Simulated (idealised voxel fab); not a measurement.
process module | voxel self aligned vias
cross-section cut | 215 nm wide | cells 5 nm
A cross-section is a grid of square cells, given in bands from the top down. A band is one or more rows of cells.
Each band's line starts with the height of the band's top and of its bottom, in nm. Then come its materials from left to right, each with its width in nm. One material with "throughout" fills the band from edge to edge. "air" is empty space.
Height 0 is the level under which the wafer as received is all one material. The lowest band goes on downwards, as in "0 down".
A width such as "30 to 40" changes by the same amount from each row of cells to the next, from the band's top row to its bottom row.
"no change" after a step means that no cell of the cross-section changed.
closed voids: empty space of 8 cells or more with no open way to the top, each as width x height at its distance from the left edge, in nm
after a step's settings: what the simulator itself notes on the step
overlay nm, on a step with a mask: how far to the right of its planned place the mask lay; to the left if negative
Each pair below shows a cross-section before one step and the cross-section after it, down to the lowest band that changed. The line under each pair gives the step between them, with its settings. The pairs can come from different runs of this module on the same starting wafer, so a pair continues from the pair above only where its "before" says so.
before
  0 down: Si throughout
  closed voids: none
after
  10 to 0: SiO2 throughout
  below 0: unchanged
  closed voids: none
the step between: op CONFORMAL_DEP | material SiO2 | thk nm 10
before: the cross-section after the pair above
after
  15 to 10: SiCN throughout
  below 10: unchanged
  closed voids: none
the step between: op CONFORMAL_DEP | material SiCN | thk nm 5
before: the cross-section after the pair above
after
  35 to 15: lowk throughout
  below 15: unchanged
  closed voids: none
the step between: op DIRECTIONAL_DEP | material lowk | thk nm 20
before: the cross-section after the pair above
after
  50 to 35: aC throughout
  below 35: unchanged
  closed voids: none
the step between: op DIRECTIONAL_DEP | material aC | thk nm 15
before: the cross-section after the pair above
after
  85 to 50: resist 55 | air 30 | resist 45 | air 30 | resist 55
  below 50: unchanged
  closed voids: none
the step between: op PATTERN | tone open | mask id LINES | material resist | width nm 30 | pitch nm 75 | thk nm 35 | overlay nm 0
before: the cross-section after the pair above
after
  70 to 50: resist 55 | air 30 | resist 45 | air 30 | resist 55
  50 to 35: aC 55 | air 30 | aC 45 | air 30 | aC 55
  below 35: unchanged
  closed voids: none
the step between: op DIRECTIONAL_ETCH | etch materials aC | depth nm 15
before: the cross-section after the pair above
after
  50 to 35: aC 55 | air 30 | aC 45 | air 30 | aC 55
  below 35: unchanged
  closed voids: none
the step between: op STRIP | etch materials resist
before: the cross-section after the pair above
after
  50 to 35: aC 55 | air 30 | aC 45 | air 30 | aC 55
  35 to 15: lowk 55 | air 30 | lowk 45 | air 30 | lowk 55
  below 15: unchanged
  closed voids: none
the step between: op DIRECTIONAL_ETCH | etch materials lowk | depth nm 20
before: the cross-section after the pair above
after
  35 to 15: lowk 55 | air 30 | lowk 45 | air 30 | lowk 55
  below 15: unchanged
  closed voids: none
the step between: op STRIP | etch materials aC
before: the cross-section after the pair above
after
  40 to 35: TiN 60 | air 20 | TiN 55 | air 20 | TiN 60
  35 to 20: lowk 55 | TiN 5 | air 20 | TiN 5 | lowk 45 | TiN 5 | air 20 | TiN 5 | lowk 55
  20 to 15: lowk 55 | TiN 30 | lowk 45 | TiN 30 | lowk 55
  below 15: unchanged
  closed voids: none
the step between: op CONFORMAL_DEP | material TiN | thk nm 5
before: the cross-section after the pair above
after
  50 to 40: Ru throughout
  40 to 35: TiN 60 | Ru 20 | TiN 55 | Ru 20 | TiN 60
  35 to 20: lowk 55 | TiN 5 | Ru 20 | TiN 5 | lowk 45 | TiN 5 | Ru 20 | TiN 5 | lowk 55
  below 20: unchanged
  closed voids: none
the step between: op FILL_DEP | material Ru | thk nm 10
before: the cross-section after the pair above
after
  35 to 20: lowk 55 | TiN 5 | Ru 20 | TiN 5 | lowk 45 | TiN 5 | Ru 20 | TiN 5 | lowk 55
  below 20: unchanged
  closed voids: none
the step between: op CMP | height nm 35
before: the cross-section after the pair above
after
  35 to 30: lowk 55 | air 30 | lowk 45 | air 30 | lowk 55
  below 30: unchanged
  closed voids: none
the step between: op SELECTIVE_ETCH | etch materials W Ru TiN | depth nm 5
before: the cross-section after the pair above
after
  40 to 35: SiN throughout
  35 to 30: lowk 55 | SiN 30 | lowk 45 | SiN 30 | lowk 55
  below 30: unchanged
  closed voids: none
the step between: op FILL_DEP | material SiN | thk nm 5
before: the cross-section after the pair above
after
  35 to 30: lowk 55 | SiN 30 | lowk 45 | SiN 30 | lowk 55
  below 30: unchanged
  closed voids: none
the step between: op CMP | height nm 35
before: the cross-section after the pair above
after
  50 to 35: lowk throughout
  below 35: unchanged
  closed voids: none
the step between: op DIRECTIONAL_DEP | material lowk | thk nm 15
before: the cross-section after the pair above
after
  65 to 50: aC throughout
  below 50: unchanged
  closed voids: none
the step between: op DIRECTIONAL_DEP | material aC | thk nm 15
before: the cross-section after the pair above
after
  95 to 65: resist 45 | air 50 | resist 25 | air 50 | resist 45
  below 65: unchanged
  closed voids: none
the step between: op PATTERN | tone open | mask id VIAS | material resist | width nm 50 | pitch nm 75 | thk nm 30 | overlay nm 0
before: the cross-section after the pair above
after
  80 to 65: resist 45 | air 50 | resist 25 | air 50 | resist 45
  65 to 50: aC 45 | air 50 | aC 25 | air 50 | aC 45
  below 50: unchanged
  closed voids: none
the step between: op DIRECTIONAL_ETCH | etch materials aC | depth nm 15
before: the cross-section after the pair above
after
  65 to 50: aC 45 | air 50 | aC 25 | air 50 | aC 45
  below 50: unchanged
  closed voids: none
the step between: op STRIP | etch materials resist
before: the cross-section after the pair above
after
  65 to 50: aC 45 | air 50 | aC 25 | air 50 | aC 45
  50 to 35: lowk 45 | air 50 | lowk 25 | air 50 | lowk 45
  below 35: unchanged
  closed voids: none
the step between: op DIRECTIONAL_ETCH | etch materials lowk | depth nm 15
before: the cross-section after the pair above
after
  65 to 50: aC 45 | air 50 | aC 25 | air 50 | aC 45
  50 to 35: lowk 45 | air 50 | lowk 25 | air 50 | lowk 45
  35 to 30: lowk 55 | air 30 | lowk 45 | air 30 | lowk 55
  below 30: unchanged
  closed voids: none
the step between: op DIRECTIONAL_ETCH | etch materials SiN | depth nm 5
before: the cross-section after the pair above
after
  50 to 35: lowk 45 | air 50 | lowk 25 | air 50 | lowk 45
  below 35: unchanged
  closed voids: none
the step between: op STRIP | etch materials aC
before: the cross-section after the pair above
after
  55 to 50: TiN 50 | air 40 | TiN 35 | air 40 | TiN 50
  50 to 40: lowk 45 | TiN 5 | air 40 | TiN 5 | lowk 25 | TiN 5 | air 40 | TiN 5 | lowk 45
  40 to 35: lowk 45 | TiN 15 | air 20 | TiN 15 | lowk 25 | TiN 15 | air 20 | TiN 15 | lowk 45
  35 to 30: lowk 55 | TiN 30 | lowk 45 | TiN 30 | lowk 55
  below 30: unchanged
  closed voids: none
the step between: op CONFORMAL_DEP | material TiN | thk nm 5
before: the cross-section after the pair above
after
  60 to 55: Ru throughout
  55 to 50: TiN 50 | Ru 40 | TiN 35 | Ru 40 | TiN 50
  50 to 40: lowk 45 | TiN 5 | Ru 40 | TiN 5 | lowk 25 | TiN 5 | Ru 40 | TiN 5 | lowk 45
  40 to 35: lowk 45 | TiN 15 | Ru 20 | TiN 15 | lowk 25 | TiN 15 | Ru 20 | TiN 15 | lowk 45
  below 35: unchanged
  closed voids: none
the step between: op FILL_DEP | material Ru | thk nm 5
before: the cross-section after the pair above
after
  50 to 40: lowk 45 | TiN 5 | Ru 40 | TiN 5 | lowk 25 | TiN 5 | Ru 40 | TiN 5 | lowk 45
  below 40: unchanged
  closed voids: none
the step between: op CMP | height nm 50
before: the cross-section after the pair above
after
  55 to 50: SiCN throughout
  below 50: unchanged
  closed voids: none
the step between: op CONFORMAL_DEP | material SiCN | thk nm 5
before
  10 to 0: SiO2 throughout
  0 down: Si throughout
  closed voids: none
after
  30 to 10: lowk throughout
  below 10: unchanged
  closed voids: none
the step between: op DIRECTIONAL_DEP | material lowk | thk nm 20
before: the cross-section after the pair above
after
  45 to 30: aC throughout
  below 30: unchanged
  closed voids: none
the step between: op DIRECTIONAL_DEP | material aC | thk nm 15
before: the cross-section after the pair above
after
  80 to 45: resist 55 | air 30 | resist 45 | air 30 | resist 55
  below 45: unchanged
  closed voids: none
the step between: op PATTERN | tone open | mask id LINES | material resist | width nm 30 | pitch nm 75 | thk nm 35 | overlay nm 0
before: the cross-section after the pair above
after
  65 to 45: resist 55 | air 30 | resist 45 | air 30 | resist 55
  45 to 30: aC 55 | air 30 | aC 45 | air 30 | aC 55
  below 30: unchanged
  closed voids: none
the step between: op DIRECTIONAL_ETCH | etch materials aC | depth nm 15
before: the cross-section after the pair above
after
  45 to 30: aC 55 | air 30 | aC 45 | air 30 | aC 55
  below 30: unchanged
  closed voids: none
the step between: op STRIP | etch materials resist
before: the cross-section after the pair above
after
  45 to 30: aC 55 | air 30 | aC 45 | air 30 | aC 55
  30 to 10: lowk 55 | air 30 | lowk 45 | air 30 | lowk 55
  below 10: unchanged
  closed voids: none
the step between: op DIRECTIONAL_ETCH | etch materials lowk | depth nm 20
before: the cross-section after the pair above
after
  30 to 10: lowk 55 | air 30 | lowk 45 | air 30 | lowk 55
  below 10: unchanged
  closed voids: none
the step between: op STRIP | etch materials aC
before: the cross-section after the pair above
after
  35 to 30: TiN 60 | air 20 | TiN 55 | air 20 | TiN 60
  30 to 15: lowk 55 | TiN 5 | air 20 | TiN 5 | lowk 45 | TiN 5 | air 20 | TiN 5 | lowk 55
  15 to 10: lowk 55 | TiN 30 | lowk 45 | TiN 30 | lowk 55
  below 10: unchanged
  closed voids: none
the step between: op CONFORMAL_DEP | material TiN | thk nm 5
before: the cross-section after the pair above
after
  45 to 35: Ru throughout
  35 to 30: TiN 60 | Ru 20 | TiN 55 | Ru 20 | TiN 60
  30 to 15: lowk 55 | TiN 5 | Ru 20 | TiN 5 | lowk 45 | TiN 5 | Ru 20 | TiN 5 | lowk 55
  below 15: unchanged
  closed voids: none
the step between: op FILL_DEP | material Ru | thk nm 10
before: the cross-section after the pair above
after
  35 to 30: TiN 60 | Ru 20 | TiN 55 | Ru 20 | TiN 60
  below 30: unchanged
  closed voids: none
the step between: op CMP | height nm 35
before: the cross-section after the pair above
after
  30 to 15: lowk 55 | TiN 5 | Ru 20 | TiN 5 | lowk 45 | TiN 5 | Ru 20 | TiN 5 | lowk 55
  below 15: unchanged
  closed voids: none
the step between: op SELECTIVE_ETCH | etch materials W Ru TiN | depth nm 5
before: the cross-section after the pair above
after
  35 to 30: SiN throughout
  below 30: unchanged
  closed voids: none
the step between: op FILL_DEP | material SiN | thk nm 5
before: the cross-section after the pair above
after
  50 to 35: lowk throughout
  below 35: unchanged
  closed voids: none
the step between: op DIRECTIONAL_DEP | material lowk | thk nm 15
before: the cross-section after the pair above
after
  65 to 50: aC throughout
  below 50: unchanged
  closed voids: none
the step between: op DIRECTIONAL_DEP | material aC | thk nm 15
before: the cross-section after the pair above
after
  95 to 65: resist 45 | air 50 | resist 25 | air 50 | resist 45
  below 65: unchanged
  closed voids: none
the step between: op PATTERN | tone open | mask id VIAS | material resist | width nm 50 | pitch nm 75 | thk nm 30 | overlay nm 0
before: the cross-section after the pair above
after
  80 to 65: resist 45 | air 50 | resist 25 | air 50 | resist 45
  65 to 50: aC 45 | air 50 | aC 25 | air 50 | aC 45
  below 50: unchanged
  closed voids: none
the step between: op DIRECTIONAL_ETCH | etch materials aC | depth nm 15
before: the cross-section after the pair above
after
  65 to 50: aC 45 | air 50 | aC 25 | air 50 | aC 45
  below 50: unchanged
  closed voids: none
the step between: op STRIP | etch materials resist
before: the cross-section after the pair above
after
  65 to 50: aC 45 | air 50 | aC 25 | air 50 | aC 45
  50 to 35: lowk 45 | air 50 | lowk 25 | air 50 | lowk 45
  below 35: unchanged
  closed voids: none
the step between: op DIRECTIONAL_ETCH | etch materials lowk | depth nm 15
before: the cross-section after the pair above
after
  65 to 50: aC 45 | air 50 | aC 25 | air 50 | aC 45
  50 to 35: lowk 45 | air 50 | lowk 25 | air 50 | lowk 45
  35 to 30: SiN 45 | air 50 | SiN 25 | air 50 | SiN 45
  below 30: unchanged
  closed voids: none
the step between: op DIRECTIONAL_ETCH | etch materials SiN | depth nm 5
before: the cross-section after the pair above
after
  50 to 35: lowk 45 | air 50 | lowk 25 | air 50 | lowk 45
  below 35: unchanged
  closed voids: none
the step between: op STRIP | etch materials aC
before: the cross-section after the pair above
after
  55 to 50: TiN 50 | air 40 | TiN 35 | air 40 | TiN 50
  50 to 35: lowk 45 | TiN 5 | air 40 | TiN 5 | lowk 25 | TiN 5 | air 40 | TiN 5 | lowk 45
  35 to 30: SiN 45 | TiN 50 | SiN 25 | TiN 50 | SiN 45
  below 30: unchanged
  closed voids: none
the step between: op CONFORMAL_DEP | material TiN | thk nm 5
before: the cross-section after the pair above
after
  60 to 55: Ru throughout
  55 to 50: TiN 50 | Ru 40 | TiN 35 | Ru 40 | TiN 50
  50 to 35: lowk 45 | TiN 5 | Ru 40 | TiN 5 | lowk 25 | TiN 5 | Ru 40 | TiN 5 | lowk 45
  below 35: unchanged
  closed voids: none
the step between: op FILL_DEP | material Ru | thk nm 5
before: the cross-section after the pair above
after
  50 to 35: lowk 45 | TiN 5 | Ru 40 | TiN 5 | lowk 25 | TiN 5 | Ru 40 | TiN 5 | lowk 45
  below 35: unchanged
  closed voids: none
the step between: op CMP | height nm 50
before: the cross-section after the pair above
after
  55 to 50: SiCN throughout
  below 50: unchanged
  closed voids: none
the step between: op CONFORMAL_DEP | material SiCN | thk nm 5
before
  65 to 50: aC 45 | air 50 | aC 25 | air 50 | aC 45
  50 to 35: lowk 45 | air 50 | lowk 25 | air 50 | lowk 45
  35 to 30: lowk 55 | SiN 30 | lowk 45 | SiN 30 | lowk 55
  30 to 20: lowk 55 | TiN 5 | Ru 20 | TiN 5 | lowk 45 | TiN 5 | Ru 20 | TiN 5 | lowk 55
  20 to 15: lowk 55 | TiN 30 | lowk 45 | TiN 30 | lowk 55
  15 to 10: SiCN throughout
  10 to 0: SiO2 throughout
  0 down: Si throughout
  closed voids: none
after
  65 to 50: aC 45 | air 50 | aC 25 | air 50 | aC 45
  50 to 35: lowk 45 | air 50 | lowk 25 | air 50 | lowk 45
  35 to 30: lowk 45 | air 10 | SiN 30 | air 10 | lowk 25 | air 10 | SiN 30 | air 10 | lowk 45
  30 to 20: lowk 45 | air 10 | TiN 5 | Ru 20 | TiN 5 | air 10 | lowk 25 | air 10 | TiN 5 | Ru 20 | TiN 5 | air 10 | lowk 45
  below 20: unchanged
  closed voids: none
the step between: op DIRECTIONAL_ETCH | etch materials lowk | depth nm 15
before: the cross-section after the pair above
after
  65 to 50: aC 45 | air 50 | aC 25 | air 50 | aC 45
  50 to 30: lowk 45 | air 50 | lowk 25 | air 50 | lowk 45
  below 30: unchanged
  closed voids: none
the step between: op DIRECTIONAL_ETCH | etch materials SiN | depth nm 5
before: the cross-section after the pair above
after
  50 to 30: lowk 45 | air 50 | lowk 25 | air 50 | lowk 45
  below 30: unchanged
  closed voids: none
the step between: op STRIP | etch materials aC
before: the cross-section after the pair above
after
  55 to 50: TiN 50 | air 40 | TiN 35 | air 40 | TiN 50
  50 to 35: lowk 45 | TiN 5 | air 40 | TiN 5 | lowk 25 | TiN 5 | air 40 | TiN 5 | lowk 45
  35 to 30: lowk 45 | TiN 50 | lowk 25 | TiN 50 | lowk 45
  30 to 20: lowk 45 | TiN 15 | Ru 20 | TiN 15 | lowk 25 | TiN 15 | Ru 20 | TiN 15 | lowk 45
  below 20: unchanged
  closed voids: none
the step between: op CONFORMAL_DEP | material TiN | thk nm 5
before: the cross-section after the pair above
after
  60 to 55: Ru throughout
  55 to 50: TiN 50 | Ru 40 | TiN 35 | Ru 40 | TiN 50
  50 to 35: lowk 45 | TiN 5 | Ru 40 | TiN 5 | lowk 25 | TiN 5 | Ru 40 | TiN 5 | lowk 45
  below 35: unchanged
  closed voids: none
the step between: op FILL_DEP | material Ru | thk nm 5
before: the cross-section after the pair above
after
  50 to 35: lowk 45 | TiN 5 | Ru 40 | TiN 5 | lowk 25 | TiN 5 | Ru 40 | TiN 5 | lowk 45
  below 35: unchanged
  closed voids: none
the step between: op CMP | height nm 50
before: the cross-section after the pair above
after
  55 to 50: SiCN throughout
  below 50: unchanged
  closed voids: none
the step between: op CONFORMAL_DEP | material SiCN | thk nm 5
before
  30 to 10: lowk throughout
  10 to 0: SiO2 throughout
  0 down: Si throughout
  closed voids: none
after
  35 to 30: SiCN throughout
  below 30: unchanged
  closed voids: none
the step between: op CONFORMAL_DEP | material SiCN | thk nm 5
before: the cross-section after the pair above
after
  50 to 35: aC throughout
  below 35: unchanged
  closed voids: none
the step between: op DIRECTIONAL_DEP | material aC | thk nm 15
before: the cross-section after the pair above
after
  85 to 50: resist 55 | air 30 | resist 45 | air 30 | resist 55
  below 50: unchanged
  closed voids: none
the step between: op PATTERN | tone open | mask id LINES | material resist | width nm 30 | pitch nm 75 | thk nm 35 | overlay nm 0
before: the cross-section after the pair above
after
  70 to 50: resist 55 | air 30 | resist 45 | air 30 | resist 55
  50 to 35: aC 55 | air 30 | aC 45 | air 30 | aC 55
  below 35: unchanged
  closed voids: none
the step between: op DIRECTIONAL_ETCH | etch materials aC | depth nm 15
before: the cross-section after the pair above
after
  50 to 35: aC 55 | air 30 | aC 45 | air 30 | aC 55
  below 35: unchanged
  closed voids: none
the step between: op STRIP | etch materials resist
before: the cross-section after the pair above
after
  35 to 30: SiCN throughout
  below 30: unchanged
  closed voids: none
the step between: op STRIP | etch materials aC
before: the cross-section after the pair above
after
  40 to 35: TiN throughout
  below 35: unchanged
  closed voids: none
the step between: op CONFORMAL_DEP | material TiN | thk nm 5
before: the cross-section after the pair above
after
  50 to 40: Ru throughout
  below 40: unchanged
  closed voids: none
the step between: op FILL_DEP | material Ru | thk nm 10
before: the cross-section after the pair above
after
  35 to 30: SiCN throughout
  below 30: unchanged
  closed voids: none
the step between: op CMP | height nm 35
before: the cross-section after the pair above
after
  40 to 35: SiN throughout
  below 35: unchanged
  closed voids: none
the step between: op FILL_DEP | material SiN | thk nm 5
before: the cross-section after the pair above
after
  35 to 30: SiCN throughout
  below 30: unchanged
  closed voids: none
the step between: op CMP | height nm 35
before: the cross-section after the pair above
after
  50 to 35: lowk throughout
  below 35: unchanged
  closed voids: none
the step between: op DIRECTIONAL_DEP | material lowk | thk nm 15
before: the cross-section after the pair above
after
  65 to 50: aC throughout
  below 50: unchanged
  closed voids: none
the step between: op DIRECTIONAL_DEP | material aC | thk nm 15
before: the cross-section after the pair above
after
  95 to 65: resist 45 | air 50 | resist 25 | air 50 | resist 45
  below 65: unchanged
  closed voids: none
the step between: op PATTERN | tone open | mask id VIAS | material resist | width nm 50 | pitch nm 75 | thk nm 30 | overlay nm 0
before: the cross-section after the pair above
after
  80 to 65: resist 45 | air 50 | resist 25 | air 50 | resist 45
  65 to 50: aC 45 | air 50 | aC 25 | air 50 | aC 45
  below 50: unchanged
  closed voids: none
the step between: op DIRECTIONAL_ETCH | etch materials aC | depth nm 15
before: the cross-section after the pair above
after
  65 to 50: aC 45 | air 50 | aC 25 | air 50 | aC 45
  below 50: unchanged
  closed voids: none
the step between: op STRIP | etch materials resist
before: the cross-section after the pair above
after
  65 to 50: aC 45 | air 50 | aC 25 | air 50 | aC 45
  50 to 35: lowk 45 | air 50 | lowk 25 | air 50 | lowk 45
  below 35: unchanged
  closed voids: none
the step between: op DIRECTIONAL_ETCH | etch materials lowk | depth nm 15
before: the cross-section after the pair above
after
  50 to 35: lowk 45 | air 50 | lowk 25 | air 50 | lowk 45
  below 35: unchanged
  closed voids: none
the step between: op STRIP | etch materials aC
before: the cross-section after the pair above
after
  55 to 50: TiN 50 | air 40 | TiN 35 | air 40 | TiN 50
  50 to 40: lowk 45 | TiN 5 | air 40 | TiN 5 | lowk 25 | TiN 5 | air 40 | TiN 5 | lowk 45
  40 to 35: lowk 45 | TiN 50 | lowk 25 | TiN 50 | lowk 45
  below 35: unchanged
  closed voids: none
the step between: op CONFORMAL_DEP | material TiN | thk nm 5
before: the cross-section after the pair above
after
  60 to 55: Ru throughout
  55 to 50: TiN 50 | Ru 40 | TiN 35 | Ru 40 | TiN 50
  50 to 40: lowk 45 | TiN 5 | Ru 40 | TiN 5 | lowk 25 | TiN 5 | Ru 40 | TiN 5 | lowk 45
  below 40: unchanged
  closed voids: none
the step between: op FILL_DEP | material Ru | thk nm 5
before: the cross-section after the pair above
after
  50 to 40: lowk 45 | TiN 5 | Ru 40 | TiN 5 | lowk 25 | TiN 5 | Ru 40 | TiN 5 | lowk 45
  below 40: unchanged
  closed voids: none
the step between: op CMP | height nm 50
before: the cross-section after the pair above
after
  55 to 50: SiCN throughout
  below 50: unchanged
  closed voids: none
the step between: op CONFORMAL_DEP | material SiCN | thk nm 5
before
  60 to 55: Ru throughout
  55 to 50: TiN 50 | Ru 40 | TiN 35 | Ru 40 | TiN 50
  50 to 40: lowk 45 | TiN 5 | Ru 40 | TiN 5 | lowk 25 | TiN 5 | Ru 40 | TiN 5 | lowk 45
  40 to 35: lowk 45 | TiN 15 | Ru 20 | TiN 15 | lowk 25 | TiN 15 | Ru 20 | TiN 15 | lowk 45
  35 to 30: lowk 55 | TiN 30 | lowk 45 | TiN 30 | lowk 55
  30 to 20: lowk 55 | TiN 5 | Ru 20 | TiN 5 | lowk 45 | TiN 5 | Ru 20 | TiN 5 | lowk 55
  20 to 15: lowk 55 | TiN 30 | lowk 45 | TiN 30 | lowk 55
  15 to 10: SiCN throughout
  10 to 0: SiO2 throughout
  0 down: Si throughout
  closed voids: none
after
  55 to 50: TiN 50 | Ru 40 | TiN 35 | Ru 40 | TiN 50
  below 50: unchanged
  closed voids: none
the step between: op CMP | height nm 55
before: the cross-section after the pair above
after
  60 to 55: SiCN throughout
  below 55: unchanged
  closed voids: none
the step between: op CONFORMAL_DEP | material SiCN | thk nm 5
before
  65 to 50: aC throughout
  50 to 35: lowk throughout
  35 to 30: lowk 55 | SiN 30 | lowk 45 | SiN 30 | lowk 55
  30 to 20: lowk 55 | TiN 5 | Ru 20 | TiN 5 | lowk 45 | TiN 5 | Ru 20 | TiN 5 | lowk 55
  20 to 15: lowk 55 | TiN 30 | lowk 45 | TiN 30 | lowk 55
  15 to 10: SiCN throughout
  10 to 0: SiO2 throughout
  0 down: Si throughout
  closed voids: none
after
  95 to 65: resist 50 | air 45 | resist 30 | air 45 | resist 45
  below 65: unchanged
  closed voids: none
the step between: op PATTERN | tone open | mask id VIAS | material resist | width nm 45 | pitch nm 75 | thk nm 30 | overlay nm 0
before: the cross-section after the pair above
after
  80 to 65: resist 50 | air 45 | resist 30 | air 45 | resist 45
  65 to 50: aC 50 | air 45 | aC 30 | air 45 | aC 45
  below 50: unchanged
  closed voids: none
the step between: op DIRECTIONAL_ETCH | etch materials aC | depth nm 15
before: the cross-section after the pair above
after
  65 to 50: aC 50 | air 45 | aC 30 | air 45 | aC 45
  below 50: unchanged
  closed voids: none
the step between: op STRIP | etch materials resist
before: the cross-section after the pair above
after
  65 to 50: aC 50 | air 45 | aC 30 | air 45 | aC 45
  50 to 35: lowk 50 | air 45 | lowk 30 | air 45 | lowk 45
  below 35: unchanged
  closed voids: none
the step between: op DIRECTIONAL_ETCH | etch materials lowk | depth nm 15
before: the cross-section after the pair above
after
  65 to 50: aC 50 | air 45 | aC 30 | air 45 | aC 45
  50 to 35: lowk 50 | air 45 | lowk 30 | air 45 | lowk 45
  35 to 30: lowk 55 | air 30 | lowk 45 | air 30 | lowk 55
  below 30: unchanged
  closed voids: none
the step between: op DIRECTIONAL_ETCH | etch materials SiN | depth nm 5
before: the cross-section after the pair above
after
  50 to 35: lowk 50 | air 45 | lowk 30 | air 45 | lowk 45
  below 35: unchanged
  closed voids: none
the step between: op STRIP | etch materials aC
before: the cross-section after the pair above
after
  55 to 50: TiN 55 | air 35 | TiN 40 | air 35 | TiN 50
  50 to 40: lowk 50 | TiN 5 | air 35 | TiN 5 | lowk 30 | TiN 5 | air 35 | TiN 5 | lowk 45
  40 to 35: lowk 50 | TiN 10 | air 20 | TiN 15 | lowk 30 | TiN 10 | air 20 | TiN 15 | lowk 45
  35 to 30: lowk 55 | TiN 30 | lowk 45 | TiN 30 | lowk 55
  below 30: unchanged
  closed voids: none
the step between: op CONFORMAL_DEP | material TiN | thk nm 5
before: the cross-section after the pair above
after
  60 to 55: Ru throughout
  55 to 50: TiN 55 | Ru 35 | TiN 40 | Ru 35 | TiN 50
  50 to 40: lowk 50 | TiN 5 | Ru 35 | TiN 5 | lowk 30 | TiN 5 | Ru 35 | TiN 5 | lowk 45
  40 to 35: lowk 50 | TiN 10 | Ru 20 | TiN 15 | lowk 30 | TiN 10 | Ru 20 | TiN 15 | lowk 45
  below 35: unchanged
  closed voids: none
the step between: op FILL_DEP | material Ru | thk nm 5
before: the cross-section after the pair above
after
  50 to 40: lowk 50 | TiN 5 | Ru 35 | TiN 5 | lowk 30 | TiN 5 | Ru 35 | TiN 5 | lowk 45
  below 40: unchanged
  closed voids: none
the step between: op CMP | height nm 50
before: the cross-section after the pair above
after
  55 to 50: SiCN throughout
  below 50: unchanged
  closed voids: none
the step between: op CONFORMAL_DEP | material SiCN | thk nm 5
before
  50 to 35: aC throughout
  35 to 15: lowk throughout
  15 to 10: SiCN throughout
  10 to 0: SiO2 throughout
  0 down: Si throughout
  closed voids: none
after
  85 to 50: resist 65 | air 30 | resist 45 | air 30 | resist 45
  below 50: unchanged
  closed voids: none
the step between: op PATTERN | tone open | mask id LINES | material resist | width nm 30 | pitch nm 75 | thk nm 35 | overlay nm 10
before: the cross-section after the pair above
after
  70 to 50: resist 65 | air 30 | resist 45 | air 30 | resist 45
  50 to 35: aC 65 | air 30 | aC 45 | air 30 | aC 45
  below 35: unchanged
  closed voids: none
the step between: op DIRECTIONAL_ETCH | etch materials aC | depth nm 15
before: the cross-section after the pair above
after
  50 to 35: aC 65 | air 30 | aC 45 | air 30 | aC 45
  below 35: unchanged
  closed voids: none
the step between: op STRIP | etch materials resist
before: the cross-section after the pair above
after
  50 to 35: aC 65 | air 30 | aC 45 | air 30 | aC 45
  35 to 15: lowk 65 | air 30 | lowk 45 | air 30 | lowk 45
  below 15: unchanged
  closed voids: none
the step between: op DIRECTIONAL_ETCH | etch materials lowk | depth nm 20
before: the cross-section after the pair above
after
  35 to 15: lowk 65 | air 30 | lowk 45 | air 30 | lowk 45
  below 15: unchanged
  closed voids: none
the step between: op STRIP | etch materials aC
before: the cross-section after the pair above
after
  40 to 35: TiN 70 | air 20 | TiN 55 | air 20 | TiN 50
  35 to 20: lowk 65 | TiN 5 | air 20 | TiN 5 | lowk 45 | TiN 5 | air 20 | TiN 5 | lowk 45
  20 to 15: lowk 65 | TiN 30 | lowk 45 | TiN 30 | lowk 45
  below 15: unchanged
  closed voids: none
the step between: op CONFORMAL_DEP | material TiN | thk nm 5
before: the cross-section after the pair above
after
  50 to 40: Ru throughout
  40 to 35: TiN 70 | Ru 20 | TiN 55 | Ru 20 | TiN 50
  35 to 20: lowk 65 | TiN 5 | Ru 20 | TiN 5 | lowk 45 | TiN 5 | Ru 20 | TiN 5 | lowk 45
  below 20: unchanged
  closed voids: none
the step between: op FILL_DEP | material Ru | thk nm 10
before: the cross-section after the pair above
after
  35 to 20: lowk 65 | TiN 5 | Ru 20 | TiN 5 | lowk 45 | TiN 5 | Ru 20 | TiN 5 | lowk 45
  below 20: unchanged
  closed voids: none
the step between: op CMP | height nm 35
before: the cross-section after the pair above
after
  35 to 30: lowk 65 | air 30 | lowk 45 | air 30 | lowk 45
  below 30: unchanged
  closed voids: none
the step between: op SELECTIVE_ETCH | etch materials W Ru TiN | depth nm 5
before: the cross-section after the pair above
after
  40 to 35: SiN throughout
  35 to 30: lowk 65 | SiN 30 | lowk 45 | SiN 30 | lowk 45
  below 30: unchanged
  closed voids: none
the step between: op FILL_DEP | material SiN | thk nm 5
before: the cross-section after the pair above
after
  35 to 30: lowk 65 | SiN 30 | lowk 45 | SiN 30 | lowk 45
  below 30: unchanged
  closed voids: none
the step between: op CMP | height nm 35
before: the cross-section after the pair above
after
  50 to 35: lowk throughout
  below 35: unchanged
  closed voids: none
the step between: op DIRECTIONAL_DEP | material lowk | thk nm 15
before: the cross-section after the pair above
after
  65 to 50: aC throughout
  below 50: unchanged
  closed voids: none
the step between: op DIRECTIONAL_DEP | material aC | thk nm 15
before: the cross-section after the pair above
after
  95 to 65: resist 45 | air 50 | resist 25 | air 50 | resist 45
  below 65: unchanged
  closed voids: none
the step between: op PATTERN | tone open | mask id VIAS | material resist | width nm 50 | pitch nm 75 | thk nm 30 | overlay nm 0
before: the cross-section after the pair above
after
  80 to 65: resist 45 | air 50 | resist 25 | air 50 | resist 45
  65 to 50: aC 45 | air 50 | aC 25 | air 50 | aC 45
  below 50: unchanged
  closed voids: none
the step between: op DIRECTIONAL_ETCH | etch materials aC | depth nm 15
before: the cross-section after the pair above
after
  65 to 50: aC 45 | air 50 | aC 25 | air 50 | aC 45
  below 50: unchanged
  closed voids: none
the step between: op STRIP | etch materials resist
before: the cross-section after the pair above
after
  65 to 50: aC 45 | air 50 | aC 25 | air 50 | aC 45
  50 to 35: lowk 45 | air 50 | lowk 25 | air 50 | lowk 45
  below 35: unchanged
  closed voids: none
the step between: op DIRECTIONAL_ETCH | etch materials lowk | depth nm 15
before: the cross-section after the pair above
after
  65 to 50: aC 45 | air 50 | aC 25 | air 50 | aC 45
  50 to 35: lowk 45 | air 50 | lowk 25 | air 50 | lowk 45
  35 to 30: lowk 65 | air 30 | lowk 45 | air 30 | lowk 45
  below 30: unchanged
  closed voids: none
the step between: op DIRECTIONAL_ETCH | etch materials SiN | depth nm 5
before: the cross-section after the pair above
after
  50 to 35: lowk 45 | air 50 | lowk 25 | air 50 | lowk 45
  below 35: unchanged
  closed voids: none
the step between: op STRIP | etch materials aC
before: the cross-section after the pair above
after
  55 to 50: TiN 50 | air 40 | TiN 35 | air 40 | TiN 50
  50 to 40: lowk 45 | TiN 5 | air 40 | TiN 5 | lowk 25 | TiN 5 | air 40 | TiN 5 | lowk 45
  40 to 35: lowk 45 | TiN 25 | air 20 | TiN 5 | lowk 25 | TiN 25 | air 20 | TiN 5 | lowk 45
  35 to 30: lowk 65 | TiN 30 | lowk 45 | TiN 30 | lowk 45
  below 30: unchanged
  closed voids: none
the step between: op CONFORMAL_DEP | material TiN | thk nm 5
